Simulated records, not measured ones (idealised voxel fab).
Herein follows the process module entitled voxel tone inversion.
In the cross-section labelled cut, the width is 165 nm and each square cell is 5 nm.
Format of a cross-section: grid, square cells. Given as bands. Order: top down. Band: one or more rows of cells. A band entry consists of two parts. The first gives the height of the band's top and the height of its bottom, in nm. The rest lists the band's materials from left to right, each with its width in nm. A single material labelled with the word "full width" fills the band from edge to edge, and the word "empty" marks empty space. Height reference: 0 = level under which incoming wafer is all one material. Lowest band: no bottom, runs on downward, e.g. "0 -> down". When a width is written as two numbers, as in "30 to 40", the first number is the width in the top row of cells of the band and the second is the width in its bottom row, and the width changes by the same amount from each row to the next. Where a step carries "nothing was modified", the cross-section came out of it unchanged, cell for cell. If an empty space has no open way to the top and is at least 8 cells in size, "Fully sealed voids" lists it, written width x height at distance, where distance is measured from the left edge and every value is in nm. Post-settings text on a step line: simulator's own remark regarding the step. "overlay nm" answers the question of how far to the right of plan the mask lay on a step that has a mask, and when it is negative the answer is to the left.

Process steps foreseen in the plan:
| 1 | RECEIVE,material Si |
| 2 | CONFORMAL_DEP,material SiN,thk nm 5 |
| 3 | DIRECTIONAL_DEP,material aC,thk nm 20 |
| 4 | PATTERN,tone cover,mask id POSTS,material resist,width nm 15,pitch nm 30,thk nm 30,overlay nm -15 |
| 5 | DIRECTIONAL_ETCH,etch materials aC,depth nm 20 |
| 6 | STRIP,etch materials resist |
| 7 | FILL_DEP,material lowk,thk nm 5 |
| 8 | CMP,height nm 25 |
| 9 | STRIP,etch materials aC |
Don't read the plan's overlay nm for step 4 as applying to every wafer: that's the first wafer's value, and the wafers differ in it, though they all start identical.

Cross-section of the first of several received wafers, showing its state after step 1:
  0 -> down = Si full width
  Fully sealed voids: none

Heads up, this table goes wafer by wafer. A row tells you, at the end of the module, how many cells of each material that wafer has put on (+) or dropped (-) since it was received, and then its closed voids:
overlay nm -15; +33 SiN; +84 lowk; Fully sealed voids: none
overlay nm -10; +33 SiN; +84 lowk; Fully sealed voids: none
overlay nm -5; +33 SiN; +84 lowk; Fully sealed voids: none
overlay nm 0; +33 SiN; +84 lowk; Fully sealed voids: none
overlay nm 5; +33 SiN; +84 lowk; Fully sealed voids: none
overlay nm 10; +33 SiN; +84 lowk; Fully sealed voids: none
overlay nm 15; +33 SiN; +84 lowk; Fully sealed voids: none
